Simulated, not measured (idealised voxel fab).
The name of this process module is voxel fin reveal.
The width of the displayed cross-section, cut, is 230 nm; its cells are square, with a size of 5 nm.
Heads up, the way a cross-section reads in here is a grid of square cells, handed over as bands from the top down, with every band being one or more rows of cells. Each band's line starts with the height of the band's top and of its bottom, in nm. Then come its materials from left to right, each with its width in nm. One material with "full width" fills the band from edge to edge. "empty" is empty space. Heights are reckoned from 0. Under this level, the received wafer is all of one material. The bottommost band is open-ended downward, for example "z 0 and below". A width such as "30->40" changes by the same amount from each row of cells to the next, from the band's top row to its bottom row. Where the words "all unchanged" appear for a step, the cross-section shows no cell changed by that step; every cell remained as before. What "Closed void catalog" gives you is every empty space of 8 cells or more that is cut off from the top. Each appears as width x height at distance, with the distance taken from the left edge and width, height and distance all in nm. Step line, after settings: the simulator's comment on this step. "overlay nm", when on a step's line for a step with a mask, measures how far to the right of its planned place the mask lay; a negative measure means to the left.
# Planned process steps
step 1: RECEIVE,material Si
step 2: CONFORMAL_DEP,material SiN,thk nm 5
step 3: DIRECTIONAL_DEP,material aC,thk nm 10
step 4: PATTERN,tone cover,mask id FINS,material resist,width nm 15,pitch nm 40,thk nm 25,overlay nm 0
step 5: DIRECTIONAL_ETCH,etch materials aC,depth nm 10
step 6: STRIP,etch materials resist
step 7: DIRECTIONAL_ETCH,etch materials SiN,depth nm 5
step 8: DIRECTIONAL_ETCH,etch materials Si,depth nm 30
step 9: STRIP,etch materials aC
step 10: OXIDIZE,depth nm 5
step 11: FILL_DEP,material SiO2,thk nm 10
step 12: CMP,height nm 5
step 13: SELECTIVE_ETCH,etch materials SiO2,depth nm 15
step 14: STRIP,etch materials SiN
step 15: CONFORMAL_DEP,material HfO2,thk nm 5
# So this is the incoming wafer in cross-section - it's already been through step 1
> z 0 and below | Si full width
> Closed void catalog: none
# Module complete, cross-section. Starting point and plan per above. One mistake made in running the module
> z 5 to 0 | HfO2: 85, then empty: 15, then HfO2: 25, then empty: 15, then HfO2: 90
> z 0 to -5 | Si: 80, then HfO2: 5, then empty: 15, then HfO2: 5, then Si: 15, then HfO2: 5, then empty: 15, then HfO2: 5, then Si: 85
> z -5 to -10 | Si: 80, then HfO2: 25, then Si: 15, then HfO2: 25, then Si: 85
> z -10 to -35 | Si: 80, then SiO2: 25, then Si: 15, then SiO2: 25, then Si: 85
> z -35 and below | Si full width
> Closed void catalog: none
Against the plan, the run slipped here: step 4 changed vs plan, executed as PATTERN,tone open,mask id FINS,material resist,width nm 15,pitch nm 40,thk nm 25,overlay nm 0
